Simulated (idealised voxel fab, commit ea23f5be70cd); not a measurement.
Process module in this document: voxel ribs on slabs
It is cross-section cut that appears here, measuring 140 nm in width, its square cells being 5 nm in size.
Reading order for cross-sections: top band down to bottom band. Underlying form: a grid of square cells. Band size: one or more rows of cells.
The band entry comprises the height of the band's top followed by the height of its bottom, expressed in nm, and subsequently the band's materials from left to right, each stated together with its width in nm. Where a single material is marked with the word "throughout", that material fills the band from edge to edge. The word "air" represents empty space.
Heads up on the height convention: 0 is the point under which the incoming wafer is all one material, and the lowest band has no bottom, it just keeps going down, like "0 -> down".
Note: "30 to 40" means the width goes from the first number (top row of the band) to the second number (bottom row) in equal steps per row of cells.
"all unchanged" -> step changed no cross-section cell.
You'll see "Unvented cavities" listing empty spaces that have no way open to the top, as long as they're 8 cells or more; the notation is width x height at distance, where the distance is from the left edge, and all of it is in nm.
Text after the settings on a step's line: the simulator's own remark on that step.
overlay nm: how far to the right of its planned place the mask lay on this masked step (negative: to the left).
-- The planned process steps are enumerated hereunder
1. RECEIVE with material Si
2. DIRECTIONAL_DEP with material SiO2, thk nm 30
3. DIRECTIONAL_DEP with material SiN, thk nm 20
4. MASKED_ETCH with tone cover, mask id RIB, width nm 20, etch materials SiN, depth nm 5, overlay nm -15
5. PATTERN with tone cover, mask id SLAB, material resist, width nm 50, thk nm 15, overlay nm 0
6. DIRECTIONAL_ETCH with etch materials SiN, depth nm 15
7. STRIP with etch materials resist
8. FILL_DEP with material SiO2, thk nm 25
9. CMP with height nm 65
10. DIRECTIONAL_DEP with material W, thk nm 10
11. DIRECTIONAL_DEP with material aC, thk nm 15
12. PATTERN with tone cover, mask id HEATER, material resist, width nm 30, thk nm 35, overlay nm 0
13. DIRECTIONAL_ETCH with etch materials aC, depth nm 15
14. STRIP with etch materials resist
15. DIRECTIONAL_ETCH with etch materials W, depth nm 10
16. STRIP with etch materials aC
17. CONFORMAL_DEP with material SiN, thk nm 5
Where the wafers of this document differ is in the overlay nm of step 4; they start out the same, and the plan states the value that applied to the first wafer.
-- So this is the first of several wafers, cross-sectioned as it came to us, meaning it's at the end of step 1
- 0 -> down | Si throughout
- Unvented cavities: none
-- Each row below is a wafer at the end of the module, listing for every material the number of cells it has gained (+) or lost (-) since it was received, followed by its closed voids
overlay nm -15; +66 SiN; +330 SiO2; +12 W; Unvented cavities: none
overlay nm -10; +66 SiN; +330 SiO2; +12 W; Unvented cavities: none
overlay nm -5; +66 SiN; +330 SiO2; +12 W; Unvented cavities: none
overlay nm 0; +66 SiN; +330 SiO2; +12 W; Unvented cavities: none
overlay nm 5; +66 SiN; +330 SiO2; +12 W; Unvented cavities: none
overlay nm 10; +66 SiN; +330 SiO2; +12 W; Unvented cavities: none
overlay nm 15; +66 SiN; +330 SiO2; +12 W; Unvented cavities: none
